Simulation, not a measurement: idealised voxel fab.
This section sets out a process module, namely voxel plated lines.
FYI the section here is cut, 255 nm wide, cells are 5 nm squares.
This document writes a cross-section as a grid whose cells are square, and gives it as bands, listed from the top down; one or more rows of cells form a band.
Basically the band line says how high the top is and how high the bottom is, in nm, and then what's in it from left to right, every material with its width in nm. Empty space shows up as "empty", and if a single material carries "edge to edge" it runs the full band edge to edge.
Counting heights begins at 0, where everything beneath is, in the wafer as received, one material. The lowest band has no bottom; it goes on downwards, as "from 0 down" shows.
When a width is written as two numbers, as in "30 to 40", the first number is the width in the top row of cells of the band and the second is the width in its bottom row, and the width changes by the same amount from each row to the next.
You'll sometimes find "no modifications" written for a step, and that's the way of saying that nowhere in the cross-section did a cell change during that step.
Sealed void list: empty space of 8 cells or more with no open way to the top, each as width x height at its distance from the left edge, in nm
Post-settings text on a step line: simulator's own remark regarding the step.
overlay nm: for a step with a mask, the amount by which the mask lay right of where it was planned; a negative amount means left of it.

**So here's the lineup of process steps we planned**
1. RECEIVE | material Si
2. CONFORMAL_DEP | material Al2O3 | thk nm 10
3. DIRECTIONAL_DEP | material TiN | thk nm 5
4. PATTERN | tone open | mask id LINES | material resist | width nm 20 | pitch nm 50 | thk nm 20 | overlay nm -15
5. EPI | material Ru | thk nm 5
6. STRIP | etch materials resist
7. DIRECTIONAL_ETCH | etch materials TiN | depth nm 5
8. CONFORMAL_DEP | material SiCN | thk nm 5
Don't read the plan's overlay nm for step 4 as applying to every wafer: that's the first wafer's value, and the wafers differ in it, though they all start identical.

**Cross-section, first of several wafers, as delivered after step 1**
> from 0 down  Si edge to edge
> Sealed void list: none

**Post step 8, the closing step of the module: first of several wafers, cross-sectioned**
> from 25 to 20  70 empty  30 SiCN  20 empty  30 SiCN  105 empty
> from 20 to 15  70 empty  5 SiCN  20 Ru  5 SiCN  20 empty  5 SiCN  20 Ru  5 SiCN  105 empty
> from 15 to 10  75 SiCN  20 TiN  30 SiCN  20 TiN  110 SiCN
> from 10 to 0  Al2O3 edge to edge
> from 0 down  Si edge to edge
> Sealed void list: none

**Here we cross-sectioned the last of the wafers once the module was done**
> from 25 to 20  100 empty  30 SiCN  20 empty  30 SiCN  75 empty
> from 20 to 15  100 empty  5 SiCN  20 Ru  5 SiCN  20 empty  5 SiCN  20 Ru  5 SiCN  75 empty
> from 15 to 10  105 SiCN  20 TiN  30 SiCN  20 TiN  80 SiCN
> from 10 to 0  Al2O3 edge to edge
> from 0 down  Si edge to edge
> Sealed void list: none

**Gained (+) or lost (-) cells of each material since receipt, then closed voids: one row per wafer, at the end of the module**
overlay nm -15; +102 Al2O3; +8 Ru; +59 SiCN; +8 TiN; Sealed void list: none
overlay nm -10; +102 Al2O3; +8 Ru; +59 SiCN; +8 TiN; Sealed void list: none
overlay nm -5; +102 Al2O3; +8 Ru; +59 SiCN; +8 TiN; Sealed void list: none
overlay nm 0; +102 Al2O3; +8 Ru; +59 SiCN; +8 TiN; Sealed void list: none
overlay nm 5; +102 Al2O3; +8 Ru; +59 SiCN; +8 TiN; Sealed void list: none
overlay nm 10; +102 Al2O3; +8 Ru; +59 SiCN; +8 TiN; Sealed void list: none
overlay nm 15; +102 Al2O3; +8 Ru; +59 SiCN; +8 TiN; Sealed void list: none
